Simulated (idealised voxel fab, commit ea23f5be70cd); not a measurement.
The name of this process module is voxel transistor to metal.
Cross-sectional view cut (width: 195 nm; square cell size: 5 nm).
Cross-sections here: square-cell grids, written as top-down lists of bands, a band being one or more rows of cells.
Quick guide to a band line: top height, bottom height (nm) up front; then every material left to right with its width in nm. Only one material and it's marked "edge to edge"? Then it fills the band edge to edge. And "blank" just means empty space.
Zero point of the height axis is 0; under it, received wafer = one material. Lowest band: continues down indefinitely, "from 0 down".
When a width is written as two numbers, as in "30..40", the first number is the width in the top row of cells of the band and the second is the width in its bottom row, and the width changes by the same amount from each row to the next.
A step reported as "nothing different" is a step in which no cell of the cross-section changed.
For the entry "closed voids", the listed items are empty spaces with no open way to the top whose size is 8 cells or more; each item follows the pattern width x height at distance, where distance is from the left edge and all three are in nm.
Heads up: the bit after the settings on a step's line is the simulator's remark on that step.
overlay nm: mask offset rightward from planned place, masked step; negative means leftward offset.
-- Steps in the process plan
1: RECEIVE [material Si]
2: CONFORMAL_DEP [material SiO2] [thk nm 5]
3: CONFORMAL_DEP [material SiN] [thk nm 10]
4: DIRECTIONAL_DEP [material aC] [thk nm 15]
5: PATTERN [tone cover] [mask id ACTIVE] [material resist] [width nm 105] [thk nm 35] [overlay nm 0]
6: DIRECTIONAL_ETCH [etch materials aC] [depth nm 15]
7: STRIP [etch materials resist]
8: DIRECTIONAL_ETCH [etch materials SiN] [depth nm 10]
9: DIRECTIONAL_ETCH [etch materials SiO2] [depth nm 5]
10: DIRECTIONAL_ETCH [etch materials Si] [depth nm 25]
11: STRIP [etch materials aC]
12: OXIDIZE [depth nm 5]
13: FILL_DEP [material SiO2] [thk nm 10]
14: CMP [height nm 15]
15: SELECTIVE_ETCH [etch materials SiO2] [depth nm 5]
16: STRIP [etch materials SiN]
17: SELECTIVE_ETCH [etch materials SiO2] [depth nm 5]
18: OXIDIZE [depth nm 5]
19: DIRECTIONAL_DEP [material polySi] [thk nm 20]
20: DIRECTIONAL_DEP [material SiCN] [thk nm 15]
21: DIRECTIONAL_DEP [material aC] [thk nm 10]
22: PATTERN [tone cover] [mask id GATE] [material resist] [width nm 25] [thk nm 30] [overlay nm 0]
23: DIRECTIONAL_ETCH [etch materials aC] [depth nm 10]
24: STRIP [etch materials resist]
25: DIRECTIONAL_ETCH [etch materials SiCN] [depth nm 25]
26: DIRECTIONAL_ETCH [etch materials polySi] [depth nm 30]
27: STRIP [etch materials aC]
28: CONFORMAL_DEP [material SiN] [thk nm 5]
29: DIRECTIONAL_ETCH [etch materials SiN] [depth nm 5]
30: DIRECTIONAL_ETCH [etch materials SiO2] [depth nm 5]
31: DIRECTIONAL_ETCH [etch materials Si] [depth nm 10]
32: EPI [material SiGe] [thk nm 15]
33: FILL_DEP [material SiO2] [thk nm 10]
34: CMP [height nm 20]
35: STRIP [etch materials polySi]
36: SELECTIVE_ETCH [etch materials SiO2] [depth nm 5]
37: CONFORMAL_DEP [material HfO2] [thk nm 5]
38: CONFORMAL_DEP [material TiN] [thk nm 5]
39: FILL_DEP [material W] [thk nm 10]
40: CMP [height nm 15]
41: DIRECTIONAL_DEP [material SiO2] [thk nm 10]
42: MASKED_ETCH [tone open] [mask id CONTACT] [width nm 15] [pitch nm 80] [etch materials SiO2] [depth nm 25] [overlay nm 0]
43: CONFORMAL_DEP [material TiN] [thk nm 5]
44: FILL_DEP [material W] [thk nm 5]
45: CMP [height nm 25]
46: DIRECTIONAL_DEP [material TiN] [thk nm 5]
47: DIRECTIONAL_DEP [material W] [thk nm 15]
48: DIRECTIONAL_DEP [material aC] [thk nm 15]
49: PATTERN [tone cover] [mask id METAL_1] [material resist] [width nm 15] [pitch nm 80] [thk nm 35] [overlay nm 0]
50: DIRECTIONAL_ETCH [etch materials aC] [depth nm 15]
51: STRIP [etch materials resist]
52: DIRECTIONAL_ETCH [etch materials W] [depth nm 15]
53: DIRECTIONAL_ETCH [etch materials TiN] [depth nm 5]
54: STRIP [etch materials aC]
55: FILL_DEP [material SiO2] [thk nm 10]
56: CMP [height nm 45]
57: CONFORMAL_DEP [material SiCN] [thk nm 5]
58: DIRECTIONAL_DEP [material SiO2] [thk nm 30]
59: DIRECTIONAL_DEP [material aC] [thk nm 15]
60: PATTERN [tone open] [mask id METAL_2] [material resist] [width nm 15] [pitch nm 80] [thk nm 35] [overlay nm 0]
61: DIRECTIONAL_ETCH [etch materials aC] [depth nm 15]
62: STRIP [etch materials resist]
63: DIRECTIONAL_ETCH [etch materials SiO2] [depth nm 20]
64: STRIP [etch materials aC]
65: PATTERN [tone open] [mask id METAL_2_HOLES] [material resist] [width nm 15] [pitch nm 80] [thk nm 15] [overlay nm 0]
66: DIRECTIONAL_ETCH [etch materials SiO2] [depth nm 10]
67: DIRECTIONAL_ETCH [etch materials SiCN] [depth nm 5]
68: STRIP [etch materials resist]
69: CONFORMAL_DEP [material TiN] [thk nm 5]
70: FILL_DEP [material Ru] [thk nm 10]
71: CMP [height nm 80]
72: CONFORMAL_DEP [material SiCN] [thk nm 5]
-- Cross-sectional view of the wafer in its as-received condition, corresponding to the state after step 1
> from 0 down | Si edge to edge
> closed voids: none
-- Post-module cross-section: identical start and plan to those above, one misstep in execution
> from 85 to 80 | SiCN edge to edge
> from 80 to 50 | 50 of SiO2 | 5 of TiN | 5 of Ru | 5 of TiN | 65 of SiO2 | 5 of TiN | 5 of Ru | 5 of TiN | 50 of SiO2
> from 50 to 45 | 50 of SiCN | 15 of TiN | 65 of SiCN | 15 of TiN | 50 of SiCN
> from 45 to 30 | 50 of SiO2 | 15 of W | 65 of SiO2 | 15 of W | 50 of SiO2
> from 30 to 25 | 50 of SiO2 | 15 of TiN | 65 of SiO2 | 15 of TiN | 50 of SiO2
> from 25 to 15 | 45 of SiO2 | 5 of TiN | 15 of W | 5 of TiN | 55 of SiO2 | 5 of TiN | 15 of W | 5 of TiN | 45 of SiO2
> from 15 to 10 | 45 of SiO2 | 5 of TiN | 10 of W | 10 of TiN | 10 of SiO2 | 5 of SiN | 5 of HfO2 | 5 of TiN | 5 of W | 5 of TiN | 5 of HfO2 | 5 of SiN | 10 of SiO2 | 10 of TiN | 10 of W | 5 of TiN | 45 of SiO2
> from 10 to 5 | 45 of SiO2 | 5 of TiN | 10 of W | 5 of TiN | 15 of SiGe | 5 of SiN | 5 of HfO2 | 5 of TiN | 5 of W | 5 of TiN | 5 of HfO2 | 5 of SiN | 15 of SiGe | 5 of TiN | 10 of W | 5 of TiN | 45 of SiO2
> from 5 to 0 | 40 of SiO2 | 5 of SiN | 20 of TiN | 15 of SiGe | 5 of SiN | 5 of HfO2 | 15 of TiN | 5 of HfO2 | 5 of SiN | 15 of SiGe | 20 of TiN | 5 of SiN | 40 of SiO2
> from 0 to -5 | 45 of SiO2 | 35 of SiGe | 35 of HfO2 | 35 of SiGe | 45 of SiO2
> from -5 to -15 | 50 of SiO2 | 30 of SiGe | 35 of Si | 30 of SiGe | 50 of SiO2
> from -15 to -30 | 50 of SiO2 | 95 of Si | 50 of SiO2
> from -30 down | Si edge to edge
> closed voids: none
So what did we get wrong on this run? step 42 changed vs plan, executed as MASKED_ETCH [tone open] [mask id CONTACT] [width nm 25] [pitch nm 80] [etch materials SiO2] [depth nm 25] [overlay nm 0]
